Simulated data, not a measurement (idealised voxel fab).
Title: Process Module voxel wiring stack
It is cross-section cut that appears here, measuring 210 nm in width, its square cells being 5 nm in size.
For the purposes of this document, a cross-section shall be understood as a grid of square cells, specified as bands listed in top-to-bottom order, each band consisting of one or more rows of cells. In this notation a band is specified by the heights of its top and bottom, in that order and in nm, after which its materials appear from left to right, each paired with its width in nm. The word "everywhere" attached to a single material means that material fills the band from edge to edge; the word "air" stands for empty space. It should be noted that heights are counted from 0, beneath which the wafer as supplied is of one material throughout, and that the lowest band possesses no lower boundary but continues downward, as written in "from 0 down". With a width like "30 to 40", each row of cells in the band differs from the next by the same amount, the top row carrying the first number and the bottom row the second. What does "remains unaltered" mean for a step? It means no cell of the cross-section changed in that step. "Enclosed cavities": empty spaces of 8 cells or more with no open way to the top, each given as width x height at distance, distance from the left edge, all in nm. On a step's line, text after the settings is the simulator commenting on that step. overlay nm: for a step with a mask, the amount by which the mask lay right of where it was planned; a negative amount means left of it.
The planned process steps are enumerated hereunder
1 RECEIVE | material Si
2 CONFORMAL_DEP | material SiO2 | thk nm 15
3 DIRECTIONAL_DEP | material TiN | thk nm 5
4 DIRECTIONAL_DEP | material W | thk nm 25
5 DIRECTIONAL_DEP | material aC | thk nm 10
6 PATTERN | tone cover | mask id METAL_1 | material resist | width nm 30 | pitch nm 50 | thk nm 30 | overlay nm 0
7 DIRECTIONAL_ETCH | etch materials aC | depth nm 10
8 STRIP | etch materials resist
9 DIRECTIONAL_ETCH | etch materials W | depth nm 25
10 DIRECTIONAL_ETCH | etch materials TiN | depth nm 5
11 STRIP | etch materials aC
12 CONFORMAL_DEP | material SiCN | thk nm 5
13 FILL_DEP | material lowk | thk nm 10
14 CMP | height nm 45
15 CONFORMAL_DEP | material SiCN | thk nm 5
16 DIRECTIONAL_DEP | material lowk | thk nm 20
17 DIRECTIONAL_DEP | material aC | thk nm 10
18 PATTERN | tone open | mask id PLUG_1 | material resist | width nm 15 | pitch nm 100 | thk nm 25 | overlay nm 0
19 DIRECTIONAL_ETCH | etch materials aC | depth nm 10
20 STRIP | etch materials resist
21 DIRECTIONAL_ETCH | etch materials lowk | depth nm 20
22 DIRECTIONAL_ETCH | etch materials SiCN | depth nm 5
23 STRIP | etch materials aC
24 EPI | material Ru | thk nm 10
25 EPI | material Ru | thk nm 10
26 EPI | material Ru | thk nm 5
27 CONFORMAL_DEP | material SiCN | thk nm 5
28 DIRECTIONAL_DEP | material SiO2 | thk nm 25
29 PATTERN | tone open | mask id METAL_2 | material resist | width nm 30 | pitch nm 50 | thk nm 20 | overlay nm 0
30 DIRECTIONAL_ETCH | etch materials SiO2 | depth nm 25
31 DIRECTIONAL_ETCH | etch materials SiCN | depth nm 5
32 STRIP | etch materials resist
33 CONFORMAL_DEP | material TiN | thk nm 5
34 FILL_DEP | material Ru | thk nm 10
35 CMP | height nm 100
36 CONFORMAL_DEP | material SiCN | thk nm 5
37 DIRECTIONAL_DEP | material SiO2 | thk nm 30
38 PATTERN | tone open | mask id METAL_3 | material resist | width nm 30 | pitch nm 50 | thk nm 20 | overlay nm 0
39 DIRECTIONAL_ETCH | etch materials SiO2 | depth nm 20
40 STRIP | etch materials resist
41 MASKED_ETCH | tone open | mask id METAL_3_HOLES | width nm 15 | pitch nm 50 | etch materials SiO2 | depth nm 10 | overlay nm 0
42 MASKED_ETCH | tone open | mask id METAL_3_HOLES | width nm 15 | pitch nm 50 | etch materials SiCN | depth nm 5 | overlay nm 0
43 CONFORMAL_DEP | material TiN | thk nm 5
44 FILL_DEP | material Cu | thk nm 5
45 CMP | height nm 135
46 CONFORMAL_DEP | material SiCN | thk nm 5
Received-state cross-section, reflecting completion of step 1
- from 0 down: Si everywhere
- Enclosed cavities: none
End-of-module cross-section of the first of two wafers, processed as planned
- from 140 to 135: SiCN everywhere
- from 135 to 120: SiO2 (40)  TiN (5)  Cu (20)  TiN (5)  SiO2 (20)  TiN (5)  Cu (20)  TiN (5)  SiO2 (20)  TiN (5)  Cu (20)  TiN (5)  SiO2 (40)
- from 120 to 115: SiO2 (40)  TiN (5)  Cu (5)  TiN (20)  SiO2 (20)  TiN (5)  Cu (5)  TiN (20)  SiO2 (20)  TiN (5)  Cu (5)  TiN (20)  SiO2 (40)
- from 115 to 105: SiO2 (40)  TiN (5)  Cu (5)  TiN (5)  SiO2 (35)  TiN (5)  Cu (5)  TiN (5)  SiO2 (35)  TiN (5)  Cu (5)  TiN (5)  SiO2 (55)
- from 105 to 100: SiCN (40)  TiN (15)  SiCN (35)  TiN (15)  SiCN (35)  TiN (15)  SiCN (55)
- from 100 to 75: SiO2 (40)  TiN (5)  Ru (20)  TiN (5)  SiO2 (20)  TiN (5)  Ru (20)  TiN (5)  SiO2 (20)  TiN (5)  Ru (20)  TiN (5)  SiO2 (40)
- from 75 to 70: SiCN (40)  TiN (30)  SiCN (20)  TiN (30)  SiCN (20)  TiN (30)  SiCN (40)
- from 70 to 50: lowk (40)  Ru (15)  lowk (85)  Ru (15)  lowk (55)
- from 50 to 45: SiCN (40)  Ru (15)  SiCN (85)  Ru (15)  SiCN (55)
- from 45 to 20: lowk (35)  SiCN (5)  W (30)  SiCN (5)  lowk (10)  SiCN (5)  W (30)  SiCN (5)  lowk (10)  SiCN (5)  W (30)  SiCN (5)  lowk (35)
- from 20 to 15: SiCN (40)  TiN (30)  SiCN (20)  TiN (30)  SiCN (20)  TiN (30)  SiCN (40)
- from 15 to 0: SiO2 everywhere
- from 0 down: Si everywhere
- Enclosed cavities: none
Second wafer cross-section at end of module - shared start and plan with the first, one mistake in the run
- from 140 to 135: SiCN everywhere
- from 135 to 130: Cu everywhere
- from 130 to 125: TiN (45)  Cu (20)  TiN (30)  Cu (20)  TiN (30)  Cu (20)  TiN (45)
- from 125 to 110: SiO2 (40)  TiN (5)  Cu (20)  TiN (5)  SiO2 (20)  TiN (5)  Cu (20)  TiN (5)  SiO2 (20)  TiN (5)  Cu (20)  TiN (5)  SiO2 (40)
- from 110 to 105: SiO2 (40)  TiN (5)  Cu (5)  TiN (20)  SiO2 (20)  TiN (5)  Cu (5)  TiN (20)  SiO2 (20)  TiN (5)  Cu (5)  TiN (20)  SiO2 (40)
- from 105 to 100: SiCN (40)  TiN (15)  SiCN (35)  TiN (15)  SiCN (35)  TiN (15)  SiCN (55)
- from 100 to 75: SiO2 (40)  TiN (5)  Ru (20)  TiN (5)  SiO2 (20)  TiN (5)  Ru (20)  TiN (5)  SiO2 (20)  TiN (5)  Ru (20)  TiN (5)  SiO2 (40)
- from 75 to 70: SiCN (40)  TiN (30)  SiCN (20)  TiN (30)  SiCN (20)  TiN (30)  SiCN (40)
- from 70 to 50: lowk (40)  Ru (15)  lowk (85)  Ru (15)  lowk (55)
- from 50 to 45: SiCN (40)  Ru (15)  SiCN (85)  Ru (15)  SiCN (55)
- from 45 to 20: lowk (35)  SiCN (5)  W (30)  SiCN (5)  lowk (10)  SiCN (5)  W (30)  SiCN (5)  lowk (10)  SiCN (5)  W (30)  SiCN (5)  lowk (35)
- from 20 to 15: SiCN (40)  TiN (30)  SiCN (20)  TiN (30)  SiCN (20)  TiN (30)  SiCN (40)
- from 15 to 0: SiO2 everywhere
- from 0 down: Si everywhere
- Enclosed cavities: none
Where did the run depart from the plan? step 37, actual vs plan mismatch, actual run DIRECTIONAL_DEP | material SiO2 | thk nm 20
Looking at both finished wafers in cells, the second ends up ahead of or behind the first on some materials: Cu +48; SiO2 -66; TiN +18
